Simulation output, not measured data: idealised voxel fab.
You're looking at the process module voxel transistor to metal.
Section shown: cut. Width: 195 nm. Cell size: 5 nm, square.
Reading order for cross-sections: top band down to bottom band. Underlying form: a grid of square cells. Band size: one or more rows of cells.
In this notation a band is specified by the heights of its top and bottom, in that order and in nm, after which its materials appear from left to right, each paired with its width in nm. The word "edge to edge" attached to a single material means that material fills the band from edge to edge; the word "empty" stands for empty space.
Beneath 0, the wafer as received is one material, and that level is where height counting begins. The lowest band goes on downward without a bottom; it is written like "top 0, no bottom".
Width spec "30->40" -> top row of cells at first value, bottom row at second value, equal per-row change in between.
Key: "identical to before" - step with no changed cell in the cross-section.
What "Cavities, sealed" gives you is every empty space of 8 cells or more that is cut off from the top. Each appears as width x height at distance, with the distance taken from the left edge and width, height and distance all in nm.
Step line, after settings: the simulator's comment on this step.
overlay nm: step with mask; distance mask lay right of planned place; negative value = left of planned place.

Planned process steps:
step 1: RECEIVE (material Si)
step 2: CONFORMAL_DEP (material SiO2; thk nm 5)
step 3: CONFORMAL_DEP (material SiN; thk nm 15)
step 4: DIRECTIONAL_DEP (material aC; thk nm 15)
step 5: PATTERN (tone cover; mask id ACTIVE; material resist; width nm 95; thk nm 30; overlay nm 0)
step 6: DIRECTIONAL_ETCH (etch materials aC; depth nm 15)
step 7: STRIP (etch materials resist)
step 8: DIRECTIONAL_ETCH (etch materials SiN; depth nm 15)
step 9: DIRECTIONAL_ETCH (etch materials SiO2; depth nm 5)
step 10: DIRECTIONAL_ETCH (etch materials Si; depth nm 25)
step 11: STRIP (etch materials aC)
step 12: OXIDIZE (depth nm 5)
step 13: FILL_DEP (material SiO2; thk nm 10)
step 14: CMP (height nm 20)
step 15: SELECTIVE_ETCH (etch materials SiO2; depth nm 15)
step 16: STRIP (etch materials SiN)
step 17: SELECTIVE_ETCH (etch materials SiO2; depth nm 5)
step 18: OXIDIZE (depth nm 5)
step 19: DIRECTIONAL_DEP (material polySi; thk nm 30)
step 20: DIRECTIONAL_DEP (material SiCN; thk nm 10)
step 21: MASKED_ETCH (tone cover; mask id GATE; width nm 25; etch materials SiCN; depth nm 20; overlay nm 0)
step 22: MASKED_ETCH (tone cover; mask id GATE; width nm 25; etch materials polySi; depth nm 40; overlay nm 0)
step 23: CONFORMAL_DEP (material SiO2; thk nm 5)
step 24: DIRECTIONAL_ETCH (etch materials SiO2; depth nm 5)
step 25: CONFORMAL_DEP (material SiN; thk nm 10)
step 26: DIRECTIONAL_ETCH (etch materials SiN; depth nm 10)
step 27: DIRECTIONAL_ETCH (etch materials SiO2; depth nm 5)
step 28: DIRECTIONAL_ETCH (etch materials Si; depth nm 10)
step 29: EPI (material SiGe; thk nm 10)
step 30: FILL_DEP (material SiO2; thk nm 5)
step 31: CMP (height nm 40)
step 32: DIRECTIONAL_DEP (material SiO2; thk nm 15)
step 33: DIRECTIONAL_DEP (material aC; thk nm 10)
step 34: PATTERN (tone open; mask id CONTACT; material resist; width nm 15; pitch nm 70; thk nm 25; overlay nm 0)
step 35: DIRECTIONAL_ETCH (etch materials aC; depth nm 10)
step 36: STRIP (etch materials resist)
step 37: DIRECTIONAL_ETCH (etch materials SiO2; depth nm 60)
step 38: STRIP (etch materials aC)
step 39: CONFORMAL_DEP (material TiN; thk nm 5)
step 40: FILL_DEP (material Ru; thk nm 5)
step 41: CMP (height nm 55)
step 42: CONFORMAL_DEP (material SiN; thk nm 5)
step 43: DIRECTIONAL_DEP (material lowk; thk nm 20)
step 44: PATTERN (tone open; mask id METAL_1; material resist; width nm 15; pitch nm 70; thk nm 20; overlay nm 0)
step 45: DIRECTIONAL_ETCH (etch materials lowk; depth nm 20)
step 46: DIRECTIONAL_ETCH (etch materials SiN; depth nm 5)
step 47: STRIP (etch materials resist)
step 48: CONFORMAL_DEP (material TiN; thk nm 5)
step 49: FILL_DEP (material W; thk nm 10)
step 50: CMP (height nm 80)
step 51: CONFORMAL_DEP (material SiCN; thk nm 5)
step 52: DIRECTIONAL_DEP (material lowk; thk nm 35)
step 53: PATTERN (tone open; mask id METAL_2; material resist; width nm 15; pitch nm 70; thk nm 15; overlay nm 0)
step 54: DIRECTIONAL_ETCH (etch materials lowk; depth nm 20)
step 55: STRIP (etch materials resist)
step 56: PATTERN (tone open; mask id METAL_2_HOLES; material resist; width nm 15; pitch nm 70; thk nm 20; overlay nm 0)
step 57: DIRECTIONAL_ETCH (etch materials lowk; depth nm 15)
step 58: DIRECTIONAL_ETCH (etch materials SiCN; depth nm 5)
step 59: STRIP (etch materials resist)
step 60: CONFORMAL_DEP (material TiN; thk nm 5)
step 61: FILL_DEP (material Cu; thk nm 5)
step 62: CMP (height nm 120)
step 63: CONFORMAL_DEP (material SiCN; thk nm 5)
What sets these wafers apart? The depth nm at step 12. They all start alike, and the plan carries the first wafer's value.

The as-received cross-section of the first of several wafers corresponds to the state after step 1:
    top 0, no bottom = Si edge to edge
    Cavities, sealed: none

The rows of the table below are wafers. Looking at the end of the module, a row counts, for every material, the cells the wafer has gained, shown as (+), or lost, shown as (-), since it was received; its closed voids come next:
depth nm 5; +14 Cu; +18 Ru; -161 Si; +82 SiCN; +20 SiGe; +65 SiN; +434 SiO2; +102 TiN; +8 W; +363 lowk; +30 polySi; Cavities, sealed: none
depth nm 10; +14 Cu; +18 Ru; -191 Si; +82 SiCN; +16 SiGe; +65 SiN; +468 SiO2; +102 TiN; +8 W; +363 lowk; +30 polySi; Cavities, sealed: none
depth nm 15; +14 Cu; +18 Ru; -225 Si; +82 SiCN; +12 SiGe; +65 SiN; +506 SiO2; +102 TiN; +8 W; +363 lowk; +30 polySi; Cavities, sealed: none
depth nm 20; +14 Cu; +22 Ru; -263 Si; +82 SiCN; +65 SiN; +548 SiO2; +106 TiN; +8 W; +363 lowk; +30 polySi; Cavities, sealed: none
